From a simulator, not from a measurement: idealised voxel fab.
Proc. module: voxel fin reveal
The figure presents cross-section cut, which has a width of 175 nm and is divided into square cells with an edge length of 5 nm.
Cross-section format: a grid of square cells, given as bands from top to bottom; each band is one or more rows of cells.
Band: top and bottom heights (nm) first, top before bottom; then materials from left to right, widths in nm. "edge to edge" marks a sole material filling the band edge to edge. "blank" denotes empty space.
Heads up on the height convention: 0 is the point under which the incoming wafer is all one material, and the lowest band has no bottom, it just keeps going down, like "top 0, no bottom".
You'd read "30 to 40" like this: the band's top row of cells is as wide as the first number, its bottom row is as wide as the second, and going down, every row changes width by the same amount as the row before did.
Step marked "no change occurred"? Then no cell in the cross-section changed in it.
In the "Enclosed cavities" entry, you get each enclosed empty space of 8 cells or more, one with no open way to the top, written width x height at distance, distance from the left edge, in nm.
Post-settings text on a step line: simulator's own remark regarding the step.
overlay nm: on a step with a mask, how far right of its planned place the mask lay; negative means left.
## The planned process steps are enumerated hereunder
1,RECEIVE, material Si
2,CONFORMAL_DEP, material SiN, thk nm 10
3,DIRECTIONAL_DEP, material aC, thk nm 10
4,PATTERN, tone cover, mask id FINS, material resist, width nm 15, pitch nm 45, thk nm 25, overlay nm -15
5,DIRECTIONAL_ETCH, etch materials aC, depth nm 10
6,STRIP, etch materials resist
7,DIRECTIONAL_ETCH, etch materials SiN, depth nm 10
8,DIRECTIONAL_ETCH, etch materials Si, depth nm 35
9,STRIP, etch materials aC
10,FILL_DEP, material SiO2, thk nm 15
11,CMP, height nm 10
12,SELECTIVE_ETCH, etch materials SiO2, depth nm 35
13,STRIP, etch materials SiN
Where the wafers of this document differ is in the overlay nm of step 4; they start out the same, and the plan states the value that applied to the first wafer.
## Cross-section, first of several wafers, as delivered after step 1
	top 0, no bottom: Si edge to edge
	Enclosed cavities: none
## Where each wafer stands at the end of the module, a row apiece: cells of each material gained (+) or lost (-) since it was received, then closed voids
overlay nm -15, -182 Si, +52 SiO2, Enclosed cavities: none
overlay nm -10, -182 Si, +52 SiO2, Enclosed cavities: none
overlay nm -5, -182 Si, +52 SiO2, Enclosed cavities: none
overlay nm 0, -182 Si, +52 SiO2, Enclosed cavities: none
overlay nm 5, -182 Si, +52 SiO2, Enclosed cavities: none
overlay nm 10, -182 Si, +52 SiO2, Enclosed cavities: none
overlay nm 15, -182 Si, +52 SiO2, Enclosed cavities: none
